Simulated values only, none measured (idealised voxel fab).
A process module follows: voxel air gaps.
The cross-section shown here is cut; it is 175 nm wide and divided into square cells measuring 5 nm on a side.
Each cross-section below is a grid of square cells, stated as bands in top-down order, with one or more rows of cells making up each band. Basically the band line says how high the top is and how high the bottom is, in nm, and then what's in it from left to right, every material with its width in nm. Empty space shows up as "blank", and if a single material carries "edge to edge" it runs the full band edge to edge. Note: height 0 marks the level under which the wafer is uniformly one material as received. Lowest band unbounded below, written "0 nm and below". A width given as "30 to 40" starts at the first number in the band's top row and ends at the second number in its bottom row, shifting by an equal amount at every step from row to row. The designation "no modifications", where it is given for a processing step, indicates that no cell of the cross-section was altered in the course of that step. "Fully enclosed voids" specifies each empty space that is not open to the top and that occupies no fewer than 8 cells, using the form width x height at distance, the distance measured from the left edge and all three quantities in nm. Step line, after settings: the simulator's comment on this step. The line of a step may include "overlay nm". On a step with a mask, this value is how far to the right of its planned place the mask lay. A negative value means the mask lay to the left.

The planned process steps are enumerated hereunder
1) RECEIVE with material Si
2) CONFORMAL_DEP with material SiO2, thk nm 15
3) CONFORMAL_DEP with material SiN, thk nm 5
4) DIRECTIONAL_DEP with material SiO2, thk nm 30
5) MASKED_ETCH with tone open, mask id LINES, width nm 15, pitch nm 40, etch materials SiO2, depth nm 30, overlay nm 0
6) CONFORMAL_DEP with material TiN, thk nm 5
7) FILL_DEP with material W, thk nm 10
8) CMP with height nm 50
9) EPI with material Ru, thk nm 10
10) SELECTIVE_ETCH with etch materials SiO2, depth nm 40
11) CONFORMAL_DEP with material SiN, thk nm 5

Wafer as received: cross-section following step 1
- 0 nm and below = Si edge to edge
- Fully enclosed voids: none

Wafer at module end, in section. Began as above, planned as above, run with one mistake
- 65 nm to 60 nm = SiN edge to edge
- 60 nm to 50 nm = Ru edge to edge
- 50 nm to 45 nm = 25 TiN, then 5 W, then 35 TiN, then 5 W, then 35 TiN, then 5 W, then 35 TiN, then 5 W, then 25 TiN
- 45 nm to 20 nm = 20 SiO2, then 5 TiN, then 5 W, then 5 TiN, then 25 SiO2, then 5 TiN, then 5 W, then 5 TiN, then 25 SiO2, then 5 TiN, then 5 W, then 5 TiN, then 25 SiO2, then 5 TiN, then 5 W, then 5 TiN, then 20 SiO2
- 20 nm to 15 nm = 20 SiO2, then 15 TiN, then 25 SiO2, then 15 TiN, then 25 SiO2, then 15 TiN, then 25 SiO2, then 15 TiN, then 20 SiO2
- 15 nm to 0 nm = SiO2 edge to edge
- 0 nm and below = Si edge to edge
- Fully enclosed voids: none
Misprocessing identified: no execution of plan step 3; skipped
